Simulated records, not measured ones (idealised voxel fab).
process module | voxel capacitor over wiring
cross-section cut | 235 nm wide | cells 5 nm
A cross-section is a grid of square cells, given in bands from the top down. A band is one or more rows of cells.
Each band's line starts with the height of the band's top and of its bottom, in nm. Then come its materials from left to right, each with its width in nm. One material with "throughout" fills the band from edge to edge. "air" is empty space.
Height 0 is the level under which the wafer as received is all one material. The lowest band goes on downwards, as in "0 down".
A width such as "30 to 40" changes by the same amount from each row of cells to the next, from the band's top row to its bottom row.
"no change" after a step means that no cell of the cross-section changed.
closed voids: empty space of 8 cells or more with no open way to the top, each as width x height at its distance from the left edge, in nm
after a step's settings: what the simulator itself notes on the step
overlay nm, on a step with a mask: how far to the right of its planned place the mask lay; to the left if negative
plan
1 op RECEIVE | material Si
2 op CONFORMAL_DEP | material SiO2 | thk nm 10
3 op CONFORMAL_DEP | material SiCN | thk nm 5
4 op DIRECTIONAL_DEP | material lowk | thk nm 15
5 op MASKED_ETCH | tone open | mask id METAL_1 | width nm 25 | pitch nm 90 | etch materials lowk | depth nm 15 | overlay nm 0
6 op MASKED_ETCH | tone open | mask id METAL_1 | width nm 25 | pitch nm 90 | etch materials SiCN | depth nm 5 | overlay nm 0
7 op CONFORMAL_DEP | material TiN | thk nm 5
8 op FILL_DEP | material Ru | thk nm 5
9 op CMP | height nm 30
10 op CONFORMAL_DEP | material SiCN | thk nm 5
11 op DIRECTIONAL_DEP | material SiO2 | thk nm 10
12 op DIRECTIONAL_DEP | material aC | thk nm 10
13 op PATTERN | tone open | mask id PLUG_1 | material resist | width nm 15 | thk nm 25 | overlay nm 0
14 op DIRECTIONAL_ETCH | etch materials aC | depth nm 10
15 op STRIP | etch materials resist
16 op DIRECTIONAL_ETCH | etch materials SiO2 | depth nm 10
17 op DIRECTIONAL_ETCH | etch materials SiCN | depth nm 5
18 op STRIP | etch materials aC
19 op EPI | material Ru | thk nm 10
20 op EPI | material Ru | thk nm 5
21 op DIRECTIONAL_DEP | material TiN | thk nm 10
22 op DIRECTIONAL_DEP | material Al2O3 | thk nm 5
23 op DIRECTIONAL_DEP | material TiN | thk nm 5
24 op MASKED_ETCH | tone cover | mask id UPPER_PLATE | width nm 70 | etch materials TiN | depth nm 5 | overlay nm 0
25 op MASKED_ETCH | tone cover | mask id UPPER_PLATE | width nm 70 | etch materials Al2O3 | depth nm 5 | overlay nm -15
26 op MASKED_ETCH | tone cover | mask id LOWER_PLATE | width nm 80 | etch materials TiN | depth nm 10 | overlay nm 0
27 op FILL_DEP | material SiO2 | thk nm 20
28 op CMP | height nm 80
29 op MASKED_ETCH | tone open | mask id PLUG_2 | width nm 15 | etch materials SiO2 | depth nm 15 | overlay nm 0
30 op CONFORMAL_DEP | material TiN | thk nm 5
31 op FILL_DEP | material W | thk nm 10
32 op CMP | height nm 80
33 op CONFORMAL_DEP | material SiN | thk nm 5
varied across the wafers: overlay nm of step 25. The plan shows the first wafer's value. All wafers start alike
first wafer as received, after step 1
  0 down: Si throughout
  closed voids: none
each wafer at the end: cells of each material gained (+) or lost (-) since it was received, then its closed voids
overlay nm -15 | +17 Al2O3 | +27 Ru | +81 SiCN | +47 SiN | +435 SiO2 | +79 TiN | +2 W | +111 lowk | closed voids: none
overlay nm -10 | +16 Al2O3 | +27 Ru | +81 SiCN | +47 SiN | +438 SiO2 | +77 TiN | +2 W | +111 lowk | closed voids: none
overlay nm -5 | +15 Al2O3 | +27 Ru | +81 SiCN | +47 SiN | +441 SiO2 | +75 TiN | +2 W | +111 lowk | closed voids: none
overlay nm 0 | +14 Al2O3 | +27 Ru | +81 SiCN | +47 SiN | +442 SiO2 | +75 TiN | +2 W | +111 lowk | closed voids: none
overlay nm 5 | +15 Al2O3 | +27 Ru | +81 SiCN | +47 SiN | +441 SiO2 | +75 TiN | +2 W | +111 lowk | closed voids: none
overlay nm 10 | +16 Al2O3 | +27 Ru | +81 SiCN | +47 SiN | +438 SiO2 | +77 TiN | +2 W | +111 lowk | closed voids: none
overlay nm 15 | +17 Al2O3 | +27 Ru | +81 SiCN | +47 SiN | +435 SiO2 | +79 TiN | +2 W | +111 lowk | closed voids: none
